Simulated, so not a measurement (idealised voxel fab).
The following is a process module called voxel wiring stack.
We display cut, a cross-section 230 nm in width whose square cells are each 5 nm.
Bands, listed from the top down, are how a cross-section gets written in this document; the cross-section itself is a grid of square cells, and a band is one or more rows of them.
It is stipulated that each band's entry specify, in nanometres, the height of the top of the band and then that of its bottom, followed by the materials of the band in left-to-right sequence, each together with its width in nanometres. A single material marked by the word "throughout" is understood to fill the band from edge to edge; the word "air" is understood to denote empty space.
Counting heights begins at 0, where everything beneath is, in the wafer as received, one material. The lowest band has no bottom; it goes on downwards, as "0..down" shows.
Quick explanation for "30->40": the width changes in equal steps down the rows of cells, from the first number in the band's top row to the second number in its bottom row.
You'll sometimes find "no modification" written for a step, and that's the way of saying that nowhere in the cross-section did a cell change during that step.
"Closed cavity list" enumerates empty spaces isolated from the top, with no open way to it, that contain at least 8 cells, giving each as width x height at distance from the left edge, all three in nm.
What comes after the settings on a step's line is commentary from the simulator itself on that step.
A step's line can hold "overlay nm"; with a mask on that step, the setting says how far right of the planned place the mask lay, while a negative setting says it lay to the left.

-- List of planned process steps
1) RECEIVE (material Si)
2) CONFORMAL_DEP (material SiO2; thk nm 10)
3) DIRECTIONAL_DEP (material TiN; thk nm 5)
4) DIRECTIONAL_DEP (material W; thk nm 20)
5) DIRECTIONAL_DEP (material aC; thk nm 15)
6) PATTERN (tone cover; mask id METAL_1; material resist; width nm 30; pitch nm 50; thk nm 35; overlay nm 0)
7) DIRECTIONAL_ETCH (etch materials aC; depth nm 15)
8) STRIP (etch materials resist)
9) DIRECTIONAL_ETCH (etch materials W; depth nm 20)
10) DIRECTIONAL_ETCH (etch materials TiN; depth nm 5)
11) STRIP (etch materials aC)
12) FILL_DEP (material SiO2; thk nm 5)
13) CMP (height nm 35)
14) CONFORMAL_DEP (material SiCN; thk nm 5)
15) DIRECTIONAL_DEP (material SiO2; thk nm 25)
16) DIRECTIONAL_DEP (material aC; thk nm 15)
17) PATTERN (tone open; mask id METAL_2; material resist; width nm 30; pitch nm 50; thk nm 35; overlay nm 0)
18) DIRECTIONAL_ETCH (etch materials aC; depth nm 15)
19) STRIP (etch materials resist)
20) DIRECTIONAL_ETCH (etch materials SiO2; depth nm 15)
21) STRIP (etch materials aC)
22) PATTERN (tone open; mask id METAL_2_HOLES; material resist; width nm 15; pitch nm 50; thk nm 20; overlay nm 0)
23) DIRECTIONAL_ETCH (etch materials SiO2; depth nm 10)
24) DIRECTIONAL_ETCH (etch materials SiCN; depth nm 5)
25) STRIP (etch materials resist)
26) CONFORMAL_DEP (material TiN; thk nm 5)
27) FILL_DEP (material Cu; thk nm 5)
28) CMP (height nm 65)
29) CONFORMAL_DEP (material SiCN; thk nm 5)
30) DIRECTIONAL_DEP (material SiO2; thk nm 30)
31) DIRECTIONAL_DEP (material aC; thk nm 10)
32) PATTERN (tone open; mask id METAL_3_HOLES; material resist; width nm 15; pitch nm 50; thk nm 30; overlay nm 0)
33) DIRECTIONAL_ETCH (etch materials aC; depth nm 10)
34) STRIP (etch materials resist)
35) DIRECTIONAL_ETCH (etch materials SiO2; depth nm 30)
36) STRIP (etch materials aC)
37) DIRECTIONAL_DEP (material aC; thk nm 15)
38) PATTERN (tone open; mask id METAL_3; material resist; width nm 30; pitch nm 50; thk nm 35; overlay nm 0)
39) DIRECTIONAL_ETCH (etch materials aC; depth nm 15)
40) STRIP (etch materials resist)
41) DIRECTIONAL_ETCH (etch materials SiO2; depth nm 20)
42) DIRECTIONAL_ETCH (etch materials SiCN; depth nm 5)
43) STRIP (etch materials aC)
44) CONFORMAL_DEP (material TiN; thk nm 5)
45) FILL_DEP (material Cu; thk nm 10)
46) CMP (height nm 100)
47) CONFORMAL_DEP (material SiN; thk nm 5)

-- First of two wafers - as planned

-- Incoming wafer, cross-sectional view, post step 1
    0..down  Si throughout
    Closed cavity list: none

-- Step 2 done - wafer cross-section
    10..0  SiO2 throughout
    Beneath the level 0, the cross-section is identical to its previous state.

-- Step 3 done - wafer cross-section
    15..10  TiN throughout
    Beneath the level 10, the cross-section is identical to its previous state.

-- Step 4 done - wafer cross-section
    35..15  W throughout
    Beneath the level 15, the cross-section is identical to its previous state.

-- Step 5 done - wafer cross-section
    50..35  aC throughout
    Beneath the level 35, the cross-section is identical to its previous state.

-- Step 6 done - wafer cross-section
    85..50  air: 75 / resist: 30 / air: 20 / resist: 30 / air: 75
    Beneath the level 50, the cross-section is identical to its previous state.

-- Step 7 done - wafer cross-section
    70..50  air: 75 / resist: 30 / air: 20 / resist: 30 / air: 75
    50..35  air: 75 / aC: 30 / air: 20 / aC: 30 / air: 75
    Beneath the level 35, the cross-section is identical to its previous state.

-- Step 8 done - wafer cross-section
    50..35  air: 75 / aC: 30 / air: 20 / aC: 30 / air: 75
    Beneath the level 35, the cross-section is identical to its previous state.

-- Step 9 done - wafer cross-section
    50..35  air: 75 / aC: 30 / air: 20 / aC: 30 / air: 75
    35..15  air: 75 / W: 30 / air: 20 / W: 30 / air: 75
    Beneath the level 15, the cross-section is identical to its previous state.

-- Step 10 done - wafer cross-section
    50..35  air: 75 / aC: 30 / air: 20 / aC: 30 / air: 75
    35..15  air: 75 / W: 30 / air: 20 / W: 30 / air: 75
    15..10  air: 75 / TiN: 30 / air: 20 / TiN: 30 / air: 75
    Beneath the level 10, the cross-section is identical to its previous state.

-- Step 11 done - wafer cross-section
    35..15  air: 75 / W: 30 / air: 20 / W: 30 / air: 75
    Beneath the level 15, the cross-section is identical to its previous state.

-- Step 12 done - wafer cross-section
    40..35  SiO2 throughout
    35..15  SiO2: 75 / W: 30 / SiO2: 20 / W: 30 / SiO2: 75
    15..10  SiO2: 75 / TiN: 30 / SiO2: 20 / TiN: 30 / SiO2: 75
    Beneath the level 10, the cross-section is identical to its previous state.

-- Step 13 done - wafer cross-section
    35..15  SiO2: 75 / W: 30 / SiO2: 20 / W: 30 / SiO2: 75
    Beneath the level 15, the cross-section is identical to its previous state.

-- Step 14 done - wafer cross-section
    40..35  SiCN throughout
    Beneath the level 35, the cross-section is identical to its previous state.

-- Step 15 done - wafer cross-section
    65..40  SiO2 throughout
    Beneath the level 40, the cross-section is identical to its previous state.

-- Step 16 done - wafer cross-section
    80..65  aC throughout
    Beneath the level 65, the cross-section is identical to its previous state.

-- Step 17 done - wafer cross-section
    115..80  resist: 75 / air: 30 / resist: 20 / air: 30 / resist: 75
    Beneath the level 80, the cross-section is identical to its previous state.

-- Step 18 done - wafer cross-section
    100..80  resist: 75 / air: 30 / resist: 20 / air: 30 / resist: 75
    80..65  aC: 75 / air: 30 / aC: 20 / air: 30 / aC: 75
    Beneath the level 65, the cross-section is identical to its previous state.

-- Step 19 done - wafer cross-section
    80..65  aC: 75 / air: 30 / aC: 20 / air: 30 / aC: 75
    Beneath the level 65, the cross-section is identical to its previous state.

-- Step 20 done - wafer cross-section
    80..65  aC: 75 / air: 30 / aC: 20 / air: 30 / aC: 75
    65..50  SiO2: 75 / air: 30 / SiO2: 20 / air: 30 / SiO2: 75
    Beneath the level 50, the cross-section is identical to its previous state.

-- Step 21 done - wafer cross-section
    65..50  SiO2: 75 / air: 30 / SiO2: 20 / air: 30 / SiO2: 75
    Beneath the level 50, the cross-section is identical to its previous state.

-- Step 22 done - wafer cross-section
    85..65  resist: 75 / air: 15 / resist: 35 / air: 15 / resist: 90
    65..50  SiO2: 75 / air: 15 / resist: 15 / SiO2: 20 / air: 15 / resist: 15 / SiO2: 75
    Beneath the level 50, the cross-section is identical to its previous state.

-- Step 23 done - wafer cross-section
    85..65  resist: 75 / air: 15 / resist: 35 / air: 15 / resist: 90
    65..50  SiO2: 75 / air: 15 / resist: 15 / SiO2: 20 / air: 15 / resist: 15 / SiO2: 75
    50..40  SiO2: 75 / air: 15 / SiO2: 35 / air: 15 / SiO2: 90
    Beneath the level 40, the cross-section is identical to its previous state.

-- Step 24 done - wafer cross-section
    85..65  resist: 75 / air: 15 / resist: 35 / air: 15 / resist: 90
    65..50  SiO2: 75 / air: 15 / resist: 15 / SiO2: 20 / air: 15 / resist: 15 / SiO2: 75
    50..40  SiO2: 75 / air: 15 / SiO2: 35 / air: 15 / SiO2: 90
    40..35  SiCN: 75 / air: 15 / SiCN: 35 / air: 15 / SiCN: 90
    Beneath the level 35, the cross-section is identical to its previous state.

-- Step 25 done - wafer cross-section
    65..50  SiO2: 75 / air: 30 / SiO2: 20 / air: 30 / SiO2: 75
    Beneath the level 50, the cross-section is identical to its previous state.

-- Step 26 done - wafer cross-section
    70..65  TiN: 80 / air: 20 / TiN: 30 / air: 20 / TiN: 80
    65..55  SiO2: 75 / TiN: 5 / air: 20 / TiN: 5 / SiO2: 20 / TiN: 5 / air: 20 / TiN: 5 / SiO2: 75
    55..50  SiO2: 75 / TiN: 5 / air: 5 / TiN: 20 / SiO2: 20 / TiN: 5 / air: 5 / TiN: 20 / SiO2: 75
    50..40  SiO2: 75 / TiN: 5 / air: 5 / TiN: 5 / SiO2: 35 / TiN: 5 / air: 5 / TiN: 5 / SiO2: 90
    40..35  SiCN: 75 / TiN: 15 / SiCN: 35 / TiN: 15 / SiCN: 90
    Beneath the level 35, the cross-section is identical to its previous state.

-- Step 27 done - wafer cross-section
    75..70  Cu throughout
    70..65  TiN: 80 / Cu: 20 / TiN: 30 / Cu: 20 / TiN: 80
    65..55  SiO2: 75 / TiN: 5 / Cu: 20 / TiN: 5 / SiO2: 20 / TiN: 5 / Cu: 20 / TiN: 5 / SiO2: 75
    55..50  SiO2: 75 / TiN: 5 / Cu: 5 / TiN: 20 / SiO2: 20 / TiN: 5 / Cu: 5 / TiN: 20 / SiO2: 75
    50..40  SiO2: 75 / TiN: 5 / Cu: 5 / TiN: 5 / SiO2: 35 / TiN: 5 / Cu: 5 / TiN: 5 / SiO2: 90
    Beneath the level 40, the cross-section is identical to its previous state.

-- Step 28 done - wafer cross-section
    65..55  SiO2: 75 / TiN: 5 / Cu: 20 / TiN: 5 / SiO2: 20 / TiN: 5 / Cu: 20 / TiN: 5 / SiO2: 75
    Beneath the level 55, the cross-section is identical to its previous state.

-- Step 29 done - wafer cross-section
    70..65  SiCN throughout
    Beneath the level 65, the cross-section is identical to its previous state.

-- Step 30 done - wafer cross-section
    100..70  SiO2 throughout
    Beneath the level 70, the cross-section is identical to its previous state.

-- Step 31 done - wafer cross-section
    110..100  aC throughout
    Beneath the level 100, the cross-section is identical to its previous state.

-- Step 32 done - wafer cross-section
    140..110  resist: 75 / air: 15 / resist: 35 / air: 15 / resist: 90
    Beneath the level 110, the cross-section is identical to its previous state.

-- Step 33 done - wafer cross-section
    130..110  resist: 75 / air: 15 / resist: 35 / air: 15 / resist: 90
    110..100  aC: 75 / air: 15 / aC: 35 / air: 15 / aC: 90
    Beneath the level 100, the cross-section is identical to its previous state.

-- Step 34 done - wafer cross-section
    110..100  aC: 75 / air: 15 / aC: 35 / air: 15 / aC: 90
    Beneath the level 100, the cross-section is identical to its previous state.

-- Step 35 done - wafer cross-section
    110..100  aC: 75 / air: 15 / aC: 35 / air: 15 / aC: 90
    100..70  SiO2: 75 / air: 15 / SiO2: 35 / air: 15 / SiO2: 90
    Beneath the level 70, the cross-section is identical to its previous state.

-- Step 36 done - wafer cross-section
    100..70  SiO2: 75 / air: 15 / SiO2: 35 / air: 15 / SiO2: 90
    Beneath the level 70, the cross-section is identical to its previous state.

-- Step 37 done - wafer cross-section
    115..100  aC: 75 / air: 15 / aC: 35 / air: 15 / aC: 90
    100..85  SiO2: 75 / air: 15 / SiO2: 35 / air: 15 / SiO2: 90
    85..70  SiO2: 75 / aC: 15 / SiO2: 35 / aC: 15 / SiO2: 90
    Beneath the level 70, the cross-section is identical to its previous state.

-- Step 38 done - wafer cross-section
    150..115  resist: 75 / air: 30 / resist: 20 / air: 30 / resist: 75
    Beneath the level 115, the cross-section is identical to its previous state.

-- Step 39 done - wafer cross-section
    135..115  resist: 75 / air: 30 / resist: 20 / air: 30 / resist: 75
    115..100  aC: 75 / air: 30 / aC: 20 / air: 30 / aC: 75
    100..70  SiO2: 75 / air: 15 / SiO2: 35 / air: 15 / SiO2: 90
    Beneath the level 70, the cross-section is identical to its previous state.

-- Step 40 done - wafer cross-section
    115..100  aC: 75 / air: 30 / aC: 20 / air: 30 / aC: 75
    Beneath the level 100, the cross-section is identical to its previous state.

-- Step 41 done - wafer cross-section
    115..100  aC: 75 / air: 30 / aC: 20 / air: 30 / aC: 75
    100..80  SiO2: 75 / air: 30 / SiO2: 20 / air: 30 / SiO2: 75
    Beneath the level 80, the cross-section is identical to its previous state.

-- Step 42 done - wafer cross-section
    115..100  aC: 75 / air: 30 / aC: 20 / air: 30 / aC: 75
    100..80  SiO2: 75 / air: 30 / SiO2: 20 / air: 30 / SiO2: 75
    80..70  SiO2: 75 / air: 15 / SiO2: 35 / air: 15 / SiO2: 90
    70..65  SiCN: 75 / air: 15 / SiCN: 35 / air: 15 / SiCN: 90
    Beneath the level 65, the cross-section is identical to its previous state.

-- Step 43 done - wafer cross-section
    100..80  SiO2: 75 / air: 30 / SiO2: 20 / air: 30 / SiO2: 75
    Beneath the level 80, the cross-section is identical to its previous state.

-- Step 44 done - wafer cross-section
    105..100  TiN: 80 / air: 20 / TiN: 30 / air: 20 / TiN: 80
    100..85  SiO2: 75 / TiN: 5 / air: 20 / TiN: 5 / SiO2: 20 / TiN: 5 / air: 20 / TiN: 5 / SiO2: 75
    85..80  SiO2: 75 / TiN: 5 / air: 5 / TiN: 20 / SiO2: 20 / TiN: 5 / air: 5 / TiN: 20 / SiO2: 75
    80..70  SiO2: 75 / TiN: 5 / air: 5 / TiN: 5 / SiO2: 35 / TiN: 5 / air: 5 / TiN: 5 / SiO2: 90
    70..65  SiCN: 75 / TiN: 15 / SiCN: 35 / TiN: 15 / SiCN: 90
    Beneath the level 65, the cross-section is identical to its previous state.

-- Step 45 done - wafer cross-section
    115..105  Cu throughout
    105..100  TiN: 80 / Cu: 20 / TiN: 30 / Cu: 20 / TiN: 80
    100..85  SiO2: 75 / TiN: 5 / Cu: 20 / TiN: 5 / SiO2: 20 / TiN: 5 / Cu: 20 / TiN: 5 / SiO2: 75
    85..80  SiO2: 75 / TiN: 5 / Cu: 5 / TiN: 20 / SiO2: 20 / TiN: 5 / Cu: 5 / TiN: 20 / SiO2: 75
    80..70  SiO2: 75 / TiN: 5 / Cu: 5 / TiN: 5 / SiO2: 35 / TiN: 5 / Cu: 5 / TiN: 5 / SiO2: 90
    Beneath the level 70, the cross-section is identical to its previous state.

-- Step 46 done - wafer cross-section
    100..85  SiO2: 75 / TiN: 5 / Cu: 20 / TiN: 5 / SiO2: 20 / TiN: 5 / Cu: 20 / TiN: 5 / SiO2: 75
    Beneath the level 85, the cross-section is identical to its previous state.

-- Step 47 done - wafer cross-section
    105..100  SiN throughout
    Beneath the level 100, the cross-section is identical to its previous state.

-- Wafer two. Same start, same plan, one slip in execution. Same as wafer one through step 1, inclusive

-- Second wafer shown in cross-section at the time step 2 was slated to end
    5..0  TiN throughout
    Beneath the level 0, the cross-section is identical to its previous state.

-- Second wafer shown in cross-section at the time step 3 was slated to end
    15..5  SiO2 throughout
    Beneath the level 5, the cross-section is identical to its previous state.

-- Second wafer shown in cross-section at the time step 4 was slated to end
    35..15  W throughout
    Beneath the level 15, the cross-section is identical to its previous state.

-- Second wafer shown in cross-section at the time step 5 was slated to end
    50..35  aC throughout
    Beneath the level 35, the cross-section is identical to its previous state.

-- Second wafer shown in cross-section at the time step 6 was slated to end
    85..50  air: 75 / resist: 30 / air: 20 / resist: 30 / air: 75
    Beneath the level 50, the cross-section is identical to its previous state.

-- Second wafer shown in cross-section at the time step 7 was slated to end
    70..50  air: 75 / resist: 30 / air: 20 / resist: 30 / air: 75
    50..35  air: 75 / aC: 30 / air: 20 / aC: 30 / air: 75
    Beneath the level 35, the cross-section is identical to its previous state.

-- Second wafer shown in cross-section at the time step 8 was slated to end
    50..35  air: 75 / aC: 30 / air: 20 / aC: 30 / air: 75
    Beneath the level 35, the cross-section is identical to its previous state.

-- Second wafer shown in cross-section at the time step 9 was slated to end
    50..35  air: 75 / aC: 30 / air: 20 / aC: 30 / air: 75
    35..15  air: 75 / W: 30 / air: 20 / W: 30 / air: 75
    Beneath the level 15, the cross-section is identical to its previous state.

Second wafer shown in cross-section at the time step 10 was slated to end: no modification

-- Second wafer shown in cross-section at the time step 11 was slated to end
    35..15  air: 75 / W: 30 / air: 20 / W: 30 / air: 75
    Beneath the level 15, the cross-section is identical to its previous state.

-- Second wafer shown in cross-section at the time step 12 was slated to end
    40..35  SiO2 throughout
    35..15  SiO2: 75 / W: 30 / SiO2: 20 / W: 30 / SiO2: 75
    Beneath the level 15, the cross-section is identical to its previous state.

-- Second wafer shown in cross-section at the time step 13 was slated to end
    35..15  SiO2: 75 / W: 30 / SiO2: 20 / W: 30 / SiO2: 75
    Beneath the level 15, the cross-section is identical to its previous state.

-- Second wafer shown in cross-section at the time step 14 was slated to end
    40..35  SiCN throughout
    Beneath the level 35, the cross-section is identical to its previous state.

-- Second wafer shown in cross-section at the time step 15 was slated to end
    65..40  SiO2 throughout
    Beneath the level 40, the cross-section is identical to its previous state.

-- Second wafer shown in cross-section at the time step 16 was slated to end
    80..65  aC throughout
    Beneath the level 65, the cross-section is identical to its previous state.

-- Second wafer shown in cross-section at the time step 17 was slated to end
    115..80  resist: 75 / air: 30 / resist: 20 / air: 30 / resist: 75
    Beneath the level 80, the cross-section is identical to its previous state.

-- Second wafer shown in cross-section at the time step 18 was slated to end
    100..80  resist: 75 / air: 30 / resist: 20 / air: 30 / resist: 75
    80..65  aC: 75 / air: 30 / aC: 20 / air: 30 / aC: 75
    Beneath the level 65, the cross-section is identical to its previous state.

-- Second wafer shown in cross-section at the time step 19 was slated to end
    80..65  aC: 75 / air: 30 / aC: 20 / air: 30 / aC: 75
    Beneath the level 65, the cross-section is identical to its previous state.

-- Second wafer shown in cross-section at the time step 20 was slated to end
    80..65  aC: 75 / air: 30 / aC: 20 / air: 30 / aC: 75
    65..50  SiO2: 75 / air: 30 / SiO2: 20 / air: 30 / SiO2: 75
    Beneath the level 50, the cross-section is identical to its previous state.

-- Second wafer shown in cross-section at the time step 21 was slated to end
    65..50  SiO2: 75 / air: 30 / SiO2: 20 / air: 30 / SiO2: 75
    Beneath the level 50, the cross-section is identical to its previous state.

-- Second wafer shown in cross-section at the time step 22 was slated to end
    85..65  resist: 75 / air: 15 / resist: 35 / air: 15 / resist: 90
    65..50  SiO2: 75 / air: 15 / resist: 15 / SiO2: 20 / air: 15 / resist: 15 / SiO2: 75
    Beneath the level 50, the cross-section is identical to its previous state.

-- Second wafer shown in cross-section at the time step 23 was slated to end
    85..65  resist: 75 / air: 15 / resist: 35 / air: 15 / resist: 90
    65..50  SiO2: 75 / air: 15 / resist: 15 / SiO2: 20 / air: 15 / resist: 15 / SiO2: 75
    50..40  SiO2: 75 / air: 15 / SiO2: 35 / air: 15 / SiO2: 90
    Beneath the level 40, the cross-section is identical to its previous state.

-- Second wafer shown in cross-section at the time step 24 was slated to end
    85..65  resist: 75 / air: 15 / resist: 35 / air: 15 / resist: 90
    65..50  SiO2: 75 / air: 15 / resist: 15 / SiO2: 20 / air: 15 / resist: 15 / SiO2: 75
    50..40  SiO2: 75 / air: 15 / SiO2: 35 / air: 15 / SiO2: 90
    40..35  SiCN: 75 / air: 15 / SiCN: 35 / air: 15 / SiCN: 90
    Beneath the level 35, the cross-section is identical to its previous state.

-- Second wafer shown in cross-section at the time step 25 was slated to end
    65..50  SiO2: 75 / air: 30 / SiO2: 20 / air: 30 / SiO2: 75
    Beneath the level 50, the cross-section is identical to its previous state.

-- Second wafer shown in cross-section at the time step 26 was slated to end
    70..65  TiN: 80 / air: 20 / TiN: 30 / air: 20 / TiN: 80
    65..55  SiO2: 75 / TiN: 5 / air: 20 / TiN: 5 / SiO2: 20 / TiN: 5 / air: 20 / TiN: 5 / SiO2: 75
    55..50  SiO2: 75 / TiN: 5 / air: 5 / TiN: 20 / SiO2: 20 / TiN: 5 / air: 5 / TiN: 20 / SiO2: 75
    50..40  SiO2: 75 / TiN: 5 / air: 5 / TiN: 5 / SiO2: 35 / TiN: 5 / air: 5 / TiN: 5 / SiO2: 90
    40..35  SiCN: 75 / TiN: 15 / SiCN: 35 / TiN: 15 / SiCN: 90
    Beneath the level 35, the cross-section is identical to its previous state.

-- Second wafer shown in cross-section at the time step 27 was slated to end
    75..70  Cu throughout
    70..65  TiN: 80 / Cu: 20 / TiN: 30 / Cu: 20 / TiN: 80
    65..55  SiO2: 75 / TiN: 5 / Cu: 20 / TiN: 5 / SiO2: 20 / TiN: 5 / Cu: 20 / TiN: 5 / SiO2: 75
    55..50  SiO2: 75 / TiN: 5 / Cu: 5 / TiN: 20 / SiO2: 20 / TiN: 5 / Cu: 5 / TiN: 20 / SiO2: 75
    50..40  SiO2: 75 / TiN: 5 / Cu: 5 / TiN: 5 / SiO2: 35 / TiN: 5 / Cu: 5 / TiN: 5 / SiO2: 90
    Beneath the level 40, the cross-section is identical to its previous state.

-- Second wafer shown in cross-section at the time step 28 was slated to end
    65..55  SiO2: 75 / TiN: 5 / Cu: 20 / TiN: 5 / SiO2: 20 / TiN: 5 / Cu: 20 / TiN: 5 / SiO2: 75
    Beneath the level 55, the cross-section is identical to its previous state.

-- Second wafer shown in cross-section at the time step 29 was slated to end
    70..65  SiCN throughout
    Beneath the level 65, the cross-section is identical to its previous state.

-- Second wafer shown in cross-section at the time step 30 was slated to end
    100..70  SiO2 throughout
    Beneath the level 70, the cross-section is identical to its previous state.

-- Second wafer shown in cross-section at the time step 31 was slated to end
    110..100  aC throughout
    Beneath the level 100, the cross-section is identical to its previous state.

-- Second wafer shown in cross-section at the time step 32 was slated to end
    140..110  resist: 75 / air: 15 / resist: 35 / air: 15 / resist: 90
    Beneath the level 110, the cross-section is identical to its previous state.

-- Second wafer shown in cross-section at the time step 33 was slated to end
    130..110  resist: 75 / air: 15 / resist: 35 / air: 15 / resist: 90
    110..100  aC: 75 / air: 15 / aC: 35 / air: 15 / aC: 90
    Beneath the level 100, the cross-section is identical to its previous state.

-- Second wafer shown in cross-section at the time step 34 was slated to end
    110..100  aC: 75 / air: 15 / aC: 35 / air: 15 / aC: 90
    Beneath the level 100, the cross-section is identical to its previous state.

-- Second wafer shown in cross-section at the time step 35 was slated to end
    110..100  aC: 75 / air: 15 / aC: 35 / air: 15 / aC: 90
    100..70  SiO2: 75 / air: 15 / SiO2: 35 / air: 15 / SiO2: 90
    Beneath the level 70, the cross-section is identical to its previous state.

-- Second wafer shown in cross-section at the time step 36 was slated to end
    100..70  SiO2: 75 / air: 15 / SiO2: 35 / air: 15 / SiO2: 90
    Beneath the level 70, the cross-section is identical to its previous state.

-- Second wafer shown in cross-section at the time step 37 was slated to end
    115..100  aC: 75 / air: 15 / aC: 35 / air: 15 / aC: 90
    100..85  SiO2: 75 / air: 15 / SiO2: 35 / air: 15 / SiO2: 90
    85..70  SiO2: 75 / aC: 15 / SiO2: 35 / aC: 15 / SiO2: 90
    Beneath the level 70, the cross-section is identical to its previous state.

-- Second wafer shown in cross-section at the time step 38 was slated to end
    150..115  resist: 75 / air: 30 / resist: 20 / air: 30 / resist: 75
    Beneath the level 115, the cross-section is identical to its previous state.

-- Second wafer shown in cross-section at the time step 39 was slated to end
    135..115  resist: 75 / air: 30 / resist: 20 / air: 30 / resist: 75
    115..100  aC: 75 / air: 30 / aC: 20 / air: 30 / aC: 75
    100..70  SiO2: 75 / air: 15 / SiO2: 35 / air: 15 / SiO2: 90
    Beneath the level 70, the cross-section is identical to its previous state.

-- Second wafer shown in cross-section at the time step 40 was slated to end
    115..100  aC: 75 / air: 30 / aC: 20 / air: 30 / aC: 75
    Beneath the level 100, the cross-section is identical to its previous state.

-- Second wafer shown in cross-section at the time step 41 was slated to end
    115..100  aC: 75 / air: 30 / aC: 20 / air: 30 / aC: 75
    100..80  SiO2: 75 / air: 30 / SiO2: 20 / air: 30 / SiO2: 75
    Beneath the level 80, the cross-section is identical to its previous state.

-- Second wafer shown in cross-section at the time step 42 was slated to end
    115..100  aC: 75 / air: 30 / aC: 20 / air: 30 / aC: 75
    100..80  SiO2: 75 / air: 30 / SiO2: 20 / air: 30 / SiO2: 75
    80..70  SiO2: 75 / air: 15 / SiO2: 35 / air: 15 / SiO2: 90
    70..65  SiCN: 75 / air: 15 / SiCN: 35 / air: 15 / SiCN: 90
    Beneath the level 65, the cross-section is identical to its previous state.

-- Second wafer shown in cross-section at the time step 43 was slated to end
    100..80  SiO2: 75 / air: 30 / SiO2: 20 / air: 30 / SiO2: 75
    Beneath the level 80, the cross-section is identical to its previous state.

-- Second wafer shown in cross-section at the time step 44 was slated to end
    105..100  TiN: 80 / air: 20 / TiN: 30 / air: 20 / TiN: 80
    100..85  SiO2: 75 / TiN: 5 / air: 20 / TiN: 5 / SiO2: 20 / TiN: 5 / air: 20 / TiN: 5 / SiO2: 75
    85..80  SiO2: 75 / TiN: 5 / air: 5 / TiN: 20 / SiO2: 20 / TiN: 5 / air: 5 / TiN: 20 / SiO2: 75
    80..70  SiO2: 75 / TiN: 5 / air: 5 / TiN: 5 / SiO2: 35 / TiN: 5 / air: 5 / TiN: 5 / SiO2: 90
    70..65  SiCN: 75 / TiN: 15 / SiCN: 35 / TiN: 15 / SiCN: 90
    Beneath the level 65, the cross-section is identical to its previous state.

-- Second wafer shown in cross-section at the time step 45 was slated to end
    115..105  Cu throughout
    105..100  TiN: 80 / Cu: 20 / TiN: 30 / Cu: 20 / TiN: 80
    100..85  SiO2: 75 / TiN: 5 / Cu: 20 / TiN: 5 / SiO2: 20 / TiN: 5 / Cu: 20 / TiN: 5 / SiO2: 75
    85..80  SiO2: 75 / TiN: 5 / Cu: 5 / TiN: 20 / SiO2: 20 / TiN: 5 / Cu: 5 / TiN: 20 / SiO2: 75
    80..70  SiO2: 75 / TiN: 5 / Cu: 5 / TiN: 5 / SiO2: 35 / TiN: 5 / Cu: 5 / TiN: 5 / SiO2: 90
    Beneath the level 70, the cross-section is identical to its previous state.

-- Second wafer shown in cross-section at the time step 46 was slated to end
    100..85  SiO2: 75 / TiN: 5 / Cu: 20 / TiN: 5 / SiO2: 20 / TiN: 5 / Cu: 20 / TiN: 5 / SiO2: 75
    Beneath the level 85, the cross-section is identical to its previous state.

-- Second wafer shown in cross-section at the time step 47 was slated to end
    105..100  SiN throughout
    Beneath the level 100, the cross-section is identical to its previous state.
Run error: steps 2 and 3 were swapped
Final difference in cells, second wafer against first, listed per material as more or fewer: -34 SiO2, +34 TiN
